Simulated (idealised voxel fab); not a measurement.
Documented hereafter: the process module known as voxel trench capacitor.
The width of the displayed cross-section, cut, is 240 nm; its cells are square, with a size of 5 nm.
In this document a cross-section is written as a grid of square cells. It is given as a series of bands, listed from the top down, and a band is one or more rows of cells. The entry gives the band's vertical extent as a top height and a bottom height in nm, then its horizontal make-up as materials from left to right, each with a width in nm. "empty" stands for empty space; a single material marked "everywhere" fills the band edge to edge. Height is counted from the level 0, under which the received wafer is composed throughout of one material. The lowest of the bands is not closed at the bottom but continues downward, in the notation "0..down". A two-number width, for instance "30 to 40", indicates that the width is equal to the first number in the top row of the band and to the second number in the bottom row, and that it changes by a constant amount per row of cells. Any step labelled "no change occurred" changed none of the cells in the cross-section. Closed-off voids of 8+ cells (no open route to the top) go in "Closed void list", written width x height at distance from the left edge, in nm. On each step's line, the part that comes after the settings is the simulator's own comment on the step. overlay nm: step with mask; distance mask lay right of planned place; negative value = left of planned place. Reading key. Pairs: pre-step and post-step cross-section, one process step apart; post-step view only to lowest changed band. Step between + settings: beneath pair. Runs: pairs may be from different runs of this module, same starting wafer. Continuation from pair above: only where "Before processing step" entry says.
Before processing step:
	25..20 = W everywhere
	20..15 = 55 of TiN / 5 of W / 45 of TiN / 5 of W / 45 of TiN / 5 of W / 80 of TiN
	15..10 = 50 of HfO2 / 5 of TiN / 5 of W / 5 of TiN / 35 of HfO2 / 5 of TiN / 5 of W / 5 of TiN / 35 of HfO2 / 5 of TiN / 5 of W / 5 of TiN / 75 of HfO2
	10..0 = 45 of SiN / 5 of HfO2 / 5 of TiN / 5 of W / 5 of TiN / 5 of HfO2 / 25 of SiN / 5 of HfO2 / 5 of TiN / 5 of W / 5 of TiN / 5 of HfO2 / 25 of SiN / 5 of HfO2 / 5 of TiN / 5 of W / 5 of TiN / 5 of HfO2 / 70 of SiN
	0..-30 = 45 of Si / 5 of HfO2 / 5 of TiN / 5 of W / 5 of TiN / 5 of HfO2 / 25 of Si / 5 of HfO2 / 5 of TiN / 5 of W / 5 of TiN / 5 of HfO2 / 25 of Si / 5 of HfO2 / 5 of TiN / 5 of W / 5 of TiN / 5 of HfO2 / 70 of Si
	-30..-35 = 45 of Si / 5 of HfO2 / 15 of TiN / 5 of HfO2 / 25 of Si / 5 of HfO2 / 15 of TiN / 5 of HfO2 / 25 of Si / 5 of HfO2 / 15 of TiN / 5 of HfO2 / 70 of Si
	-35..-40 = 45 of Si / 25 of HfO2 / 25 of Si / 25 of HfO2 / 25 of Si / 25 of HfO2 / 70 of Si
	-40..down = Si everywhere
	Closed void list: none
Section, Post-Step:
	10..0 = 45 of SiN / 5 of HfO2 / 5 of TiN / 5 of W / 5 of TiN / 5 of HfO2 / 25 of SiN / 5 of HfO2 / 5 of TiN / 5 of W / 5 of TiN / 5 of HfO2 / 25 of SiN / 5 of HfO2 / 5 of TiN / 5 of W / 5 of TiN / 5 of HfO2 / 70 of SiN
	Below 0, the layers are the same as they were.
	Closed void list: none
The structure shown above changes from one cross-section to the other through CMP | height nm 10
Before processing step:
	20..15 = 65 of TiN / 5 of empty / 45 of TiN / 5 of empty / 45 of TiN / 5 of empty / 70 of TiN
	15..10 = 60 of HfO2 / 5 of TiN / 5 of empty / 5 of TiN / 35 of HfO2 / 5 of TiN / 5 of empty / 5 of TiN / 35 of HfO2 / 5 of TiN / 5 of empty / 5 of TiN / 65 of HfO2
	10..0 = 55 of SiN / 5 of HfO2 / 5 of TiN / 5 of empty / 5 of TiN / 5 of HfO2 / 25 of SiN / 5 of HfO2 / 5 of TiN / 5 of empty / 5 of TiN / 5 of HfO2 / 25 of SiN / 5 of HfO2 / 5 of TiN / 5 of empty / 5 of TiN / 5 of HfO2 / 60 of SiN
	0..-30 = 55 of Si / 5 of HfO2 / 5 of TiN / 5 of empty / 5 of TiN / 5 of HfO2 / 25 of Si / 5 of HfO2 / 5 of TiN / 5 of empty / 5 of TiN / 5 of HfO2 / 25 of Si / 5 of HfO2 / 5 of TiN / 5 of empty / 5 of TiN / 5 of HfO2 / 60 of Si
	-30..-35 = 55 of Si / 5 of HfO2 / 15 of TiN / 5 of HfO2 / 25 of Si / 5 of HfO2 / 15 of TiN / 5 of HfO2 / 25 of Si / 5 of HfO2 / 15 of TiN / 5 of HfO2 / 60 of Si
	-35..-40 = 55 of Si / 25 of HfO2 / 25 of Si / 25 of HfO2 / 25 of Si / 25 of HfO2 / 60 of Si
	-40..down = Si everywhere
	Closed void list: none
Section, Post-Step:
	25..20 = HfO2 everywhere
	20..15 = 65 of TiN / 5 of HfO2 / 45 of TiN / 5 of HfO2 / 45 of TiN / 5 of HfO2 / 70 of TiN
	15..10 = 60 of HfO2 / 5 of TiN / 5 of HfO2 / 5 of TiN / 35 of HfO2 / 5 of TiN / 5 of HfO2 / 5 of TiN / 35 of HfO2 / 5 of TiN / 5 of HfO2 / 5 of TiN / 65 of HfO2
	10..0 = 55 of SiN / 5 of HfO2 / 5 of TiN / 5 of HfO2 / 5 of TiN / 5 of HfO2 / 25 of SiN / 5 of HfO2 / 5 of TiN / 5 of HfO2 / 5 of TiN / 5 of HfO2 / 25 of SiN / 5 of HfO2 / 5 of TiN / 5 of HfO2 / 5 of TiN / 5 of HfO2 / 60 of SiN
	0..-30 = 55 of Si / 5 of HfO2 / 5 of TiN / 5 of HfO2 / 5 of TiN / 5 of HfO2 / 25 of Si / 5 of HfO2 / 5 of TiN / 5 of HfO2 / 5 of TiN / 5 of HfO2 / 25 of Si / 5 of HfO2 / 5 of TiN / 5 of HfO2 / 5 of TiN / 5 of HfO2 / 60 of Si
	Below -30, the layers are the same as they were.
	Closed void list: none
The structure shown above changes from one cross-section to the other through FILL_DEP | material HfO2 | thk nm 5
Before processing step: The initial state for this step is given by the after cross-section of the immediately preceding pair.
Section, Post-Step:
	10..0 = 55 of SiN / 5 of HfO2 / 5 of TiN / 5 of HfO2 / 5 of TiN / 5 of HfO2 / 25 of SiN / 5 of HfO2 / 5 of TiN / 5 of HfO2 / 5 of TiN / 5 of HfO2 / 25 of SiN / 5 of HfO2 / 5 of TiN / 5 of HfO2 / 5 of TiN / 5 of HfO2 / 60 of SiN
	Below 0, the layers are the same as they were.
	Closed void list: none
The structure shown above changes from one cross-section to the other through CMP | height nm 10
Before processing step:
	10..0 = SiN everywhere
	0..down = Si everywhere
	Closed void list: none
Section, Post-Step:
	25..10 = 55 of empty / 25 of resist / 25 of empty / 25 of resist / 25 of empty / 25 of resist / 60 of empty
	Below 10, the layers are the same as they were.
	Closed void list: none
The structure shown above changes from one cross-section to the other through PATTERN | tone cover | mask id TRENCH | material resist | width nm 25 | pitch nm 50 | thk nm 15 | overlay nm 0
Before processing step: The initial state for this step is given by the after cross-section of the immediately preceding pair.
Section, Post-Step:
	25..10 = 55 of empty / 25 of resist / 25 of empty / 25 of resist / 25 of empty / 25 of resist / 60 of empty
	10..0 = 55 of empty / 25 of SiN / 25 of empty / 25 of SiN / 25 of empty / 25 of SiN / 60 of empty
	Below 0, the layers are the same as they were.
	Closed void list: none
The structure shown above changes from one cross-section to the other through DIRECTIONAL_ETCH | etch materials SiN | depth nm 10
Before processing step: The initial state for this step is given by the after cross-section of the immediately preceding pair.
Section, Post-Step:
	25..10 = 55 of empty / 25 of resist / 25 of empty / 25 of resist / 25 of empty / 25 of resist / 60 of empty
	10..0 = 55 of empty / 25 of SiN / 25 of empty / 25 of SiN / 25 of empty / 25 of SiN / 60 of empty
	0..-40 = 55 of empty / 25 of Si / 25 of empty / 25 of Si / 25 of empty / 25 of Si / 60 of empty
	Below -40, the layers are the same as they were.
	Closed void list: none
The structure shown above changes from one cross-section to the other through DIRECTIONAL_ETCH | etch materials Si | depth nm 40
Before processing step: The initial state for this step is given by the after cross-section of the immediately preceding pair.
Section, Post-Step:
	10..0 = 55 of empty / 25 of SiN / 25 of empty / 25 of SiN / 25 of empty / 25 of SiN / 60 of empty
	Below 0, the layers are the same as they were.
	Closed void list: none
The structure shown above changes from one cross-section to the other through STRIP | etch materials resist
Before processing step: The initial state for this step is given by the after cross-section of the immediately preceding pair.
Section, Post-Step:
	15..10 = 50 of empty / 35 of HfO2 / 15 of empty / 35 of HfO2 / 15 of empty / 35 of HfO2 / 55 of empty
	10..0 = 50 of empty / 5 of HfO2 / 25 of SiN / 5 of HfO2 / 15 of empty / 5 of HfO2 / 25 of SiN / 5 of HfO2 / 15 of empty / 5 of HfO2 / 25 of SiN / 5 of HfO2 / 55 of empty
	0..-35 = 50 of empty / 5 of HfO2 / 25 of Si / 5 of HfO2 / 15 of empty / 5 of HfO2 / 25 of Si / 5 of HfO2 / 15 of empty / 5 of HfO2 / 25 of Si / 5 of HfO2 / 55 of empty
	-35..-40 = 55 of HfO2 / 25 of Si / 25 of HfO2 / 25 of Si / 25 of HfO2 / 25 of Si / 60 of HfO2
	Below -40, the layers are the same as they were.
	Closed void list: none
The structure shown above changes from one cross-section to the other through CONFORMAL_DEP | material HfO2 | thk nm 5
Before processing step: The initial state for this step is given by the after cross-section of the immediately preceding pair.
Section, Post-Step:
	20..15 = 45 of empty / 45 of TiN / 5 of empty / 45 of TiN / 5 of empty / 45 of TiN / 50 of empty
	15..10 = 45 of empty / 5 of TiN / 35 of HfO2 / 5 of TiN / 5 of empty / 5 of TiN / 35 of HfO2 / 5 of TiN / 5 of empty / 5 of TiN / 35 of HfO2 / 5 of TiN / 50 of empty
	10..0 = 45 of empty / 5 of TiN / 5 of HfO2 / 25 of SiN / 5 of HfO2 / 5 of TiN / 5 of empty / 5 of TiN / 5 of HfO2 / 25 of SiN / 5 of HfO2 / 5 of TiN / 5 of empty / 5 of TiN / 5 of HfO2 / 25 of SiN / 5 of HfO2 / 5 of TiN / 50 of empty
	0..-30 = 45 of empty / 5 of TiN / 5 of HfO2 / 25 of Si / 5 of HfO2 / 5 of TiN / 5 of empty / 5 of TiN / 5 of HfO2 / 25 of Si / 5 of HfO2 / 5 of TiN / 5 of empty / 5 of TiN / 5 of HfO2 / 25 of Si / 5 of HfO2 / 5 of TiN / 50 of empty
	-30..-35 = 50 of TiN / 5 of HfO2 / 25 of Si / 5 of HfO2 / 15 of TiN / 5 of HfO2 / 25 of Si / 5 of HfO2 / 15 of TiN / 5 of HfO2 / 25 of Si / 5 of HfO2 / 55 of TiN
	Below -35, the layers are the same as they were.
	Closed void list: none
The structure shown above changes from one cross-section to the other through CONFORMAL_DEP | material TiN | thk nm 5
Before processing step: The initial state for this step is given by the after cross-section of the immediately preceding pair.
Section, Post-Step:
	25..20 = W everywhere
	20..15 = 45 of W / 45 of TiN / 5 of W / 45 of TiN / 5 of W / 45 of TiN / 50 of W
	15..10 = 45 of W / 5 of TiN / 35 of HfO2 / 5 of TiN / 5 of W / 5 of TiN / 35 of HfO2 / 5 of TiN / 5 of W / 5 of TiN / 35 of HfO2 / 5 of TiN / 50 of W
	10..0 = 45 of W / 5 of TiN / 5 of HfO2 / 25 of SiN / 5 of HfO2 / 5 of TiN / 5 of W / 5 of TiN / 5 of HfO2 / 25 of SiN / 5 of HfO2 / 5 of TiN / 5 of W / 5 of TiN / 5 of HfO2 / 25 of SiN / 5 of HfO2 / 5 of TiN / 50 of W
	0..-30 = 45 of W / 5 of TiN / 5 of HfO2 / 25 of Si / 5 of HfO2 / 5 of TiN / 5 of W / 5 of TiN / 5 of HfO2 / 25 of Si / 5 of HfO2 / 5 of TiN / 5 of W / 5 of TiN / 5 of HfO2 / 25 of Si / 5 of HfO2 / 5 of TiN / 50 of W
	Below -30, the layers are the same as they were.
	Closed void list: none
The structure shown above changes from one cross-section to the other through FILL_DEP | material W | thk nm 5
Before processing step: The initial state for this step is given by the after cross-section of the immediately preceding pair.
Section, Post-Step:
	10..0 = 45 of W / 5 of TiN / 5 of HfO2 / 25 of SiN / 5 of HfO2 / 5 of TiN / 5 of W / 5 of TiN / 5 of HfO2 / 25 of SiN / 5 of HfO2 / 5 of TiN / 5 of W / 5 of TiN / 5 of HfO2 / 25 of SiN / 5 of HfO2 / 5 of TiN / 50 of W
	Below 0, the layers are the same as they were.
	Closed void list: none
The structure shown above changes from one cross-section to the other through CMP | height nm 10
